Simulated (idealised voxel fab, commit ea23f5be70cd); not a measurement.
Process module, titled voxel spacer lines
Each square cell in cross-section cut measures 5 nm, and the section as a whole is 250 nm wide.
Cross-section = grid of square cells, listed top down in bands; band = one or more rows.
Heads up on the band format: heights come first, top then bottom, in nm. After that it's the materials left to right, each with its width in nm. A single material flagged "everywhere" fills the whole band edge to edge, and "empty" means there's empty space there.
All heights in this document are referenced to 0, defined as the level beneath which the wafer, as received, consists entirely of one material. The lowest band is not bounded below; it extends indefinitely downward and is written in the form "0 -> down".
So if you see something like "30..40" for the width, read it as the top row of the band sitting at the first number and the bottom row at the second, with every row in between moving by the same amount as the last.
Given "no change occurred" for a step, no cell of the cross-section differs between before and after that step.
The entry titled "Entrapped void list" provides the empty spaces that have no open way to the top, restricted to those of 8 cells or more. Each is presented as width x height at distance, the distance being measured from the left edge, with all three in nm.
Text after the settings on a step's line: the simulator's own remark on that step.
"overlay nm" denotes, for a step that has a mask, the displacement of the mask to the right of its planned place, with negative values corresponding to the left.
HERE'S WHAT THE PLANNED PROCESS STEPS LOOK LIKE
- 1: RECEIVE: material Si
- 2: CONFORMAL_DEP: material Al2O3, thk nm 10
- 3: DIRECTIONAL_DEP: material SiN, thk nm 20
- 4: DIRECTIONAL_DEP: material aC, thk nm 20
- 5: PATTERN: tone cover, mask id MANDREL, material resist, width nm 15, pitch nm 50, thk nm 30, overlay nm 0
- 6: DIRECTIONAL_ETCH: etch materials aC, depth nm 20
- 7: STRIP: etch materials resist
- 8: CONFORMAL_DEP: material SiO2, thk nm 10
- 9: DIRECTIONAL_ETCH: etch materials SiO2, depth nm 10
- 10: STRIP: etch materials aC
- 11: DIRECTIONAL_ETCH: etch materials SiN, depth nm 20
- 12: STRIP: etch materials SiO2
- 13: FILL_DEP: material lowk, thk nm 5
- 14: CMP: height nm 30
SHOWN IN CROSS-SECTION IS THE WAFER AS RECEIVED, THAT IS, AS IT STANDS AFTER STEP 1
	0 -> down | Si everywhere
	Entrapped void list: none
FINAL CROSS-SECTION, MODULE RUN WITH ONE MISTAKE (START AND PLAN AS ABOVE)
	30 -> 10 | aC everywhere
	10 -> 0 | Al2O3 everywhere
	0 -> down | Si everywhere
	Entrapped void list: none
Plan not followed: it was found that steps 3 and 4 of the process plan had been performed in exchanged positions
